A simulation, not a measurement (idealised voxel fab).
This is a process module. Its name is voxel trench capacitor.
Cross-section cut: width 275 nm, square cells of 5 nm.
Format of a cross-section: grid, square cells. Given as bands. Order: top down. Band: one or more rows of cells.
Top height, bottom height, nm. Materials left to right, width each, nm. Single material + "throughout" = fills band edge to edge. "empty" = empty.
Heights are expressed relative to 0, this being the level below which the as-received wafer comprises one material exclusively. The lowest band is unbounded in the downward direction and is denoted as in "0 down".
It should be noted that a width expressed as "30..40" varies in equal increments from row to row of cells within the band, taking the value of the first number at the top row and that of the second number at the bottom row.
Take "identical to before" at face value: in the step it is given for, the cross-section changed in none of its cells.
Listed in "Voids, enclosed": every empty space of 8 or more cells without an open way to the top. Form: width x height at distance, the distance being from the left edge, all in nm.
Whatever follows a step's settings on its line is a remark the simulator itself makes about that step.
"overlay nm" denotes, for a step that has a mask, the displacement of the mask to the right of its planned place, with negative values corresponding to the left.

## Set out below are the planned steps of the process
1,RECEIVE, material Si
2,CONFORMAL_DEP, material SiN, thk nm 10
3,PATTERN, tone open, mask id TRENCH, material resist, width nm 25, pitch nm 40, thk nm 15, overlay nm 0
4,DIRECTIONAL_ETCH, etch materials SiN, depth nm 10
5,DIRECTIONAL_ETCH, etch materials Si, depth nm 40
6,STRIP, etch materials resist
7,CONFORMAL_DEP, material Al2O3, thk nm 5
8,CONFORMAL_DEP, material TiN, thk nm 5
9,FILL_DEP, material W, thk nm 10
10,CMP, height nm 10

## Cross-section of the wafer upon arrival, representing the state reached after step 1
0 down = Si throughout
Voids, enclosed: none

## End state of the module in cross-section, given the above starting point and plan and one mistake in execution
10 to 0 = SiN=85 / TiN=10 / W=5 / TiN=10 / SiN=15 / TiN=10 / W=5 / TiN=10 / SiN=15 / TiN=10 / W=5 / TiN=10 / SiN=85
0 to -30 = Si=85 / TiN=10 / W=5 / TiN=10 / Si=15 / TiN=10 / W=5 / TiN=10 / Si=15 / TiN=10 / W=5 / TiN=10 / Si=85
-30 to -40 = Si=85 / TiN=25 / Si=15 / TiN=25 / Si=15 / TiN=25 / Si=85
-40 down = Si throughout
Voids, enclosed: none
Run error: step 7, actual vs plan mismatch, actual run CONFORMAL_DEP, material TiN, thk nm 5
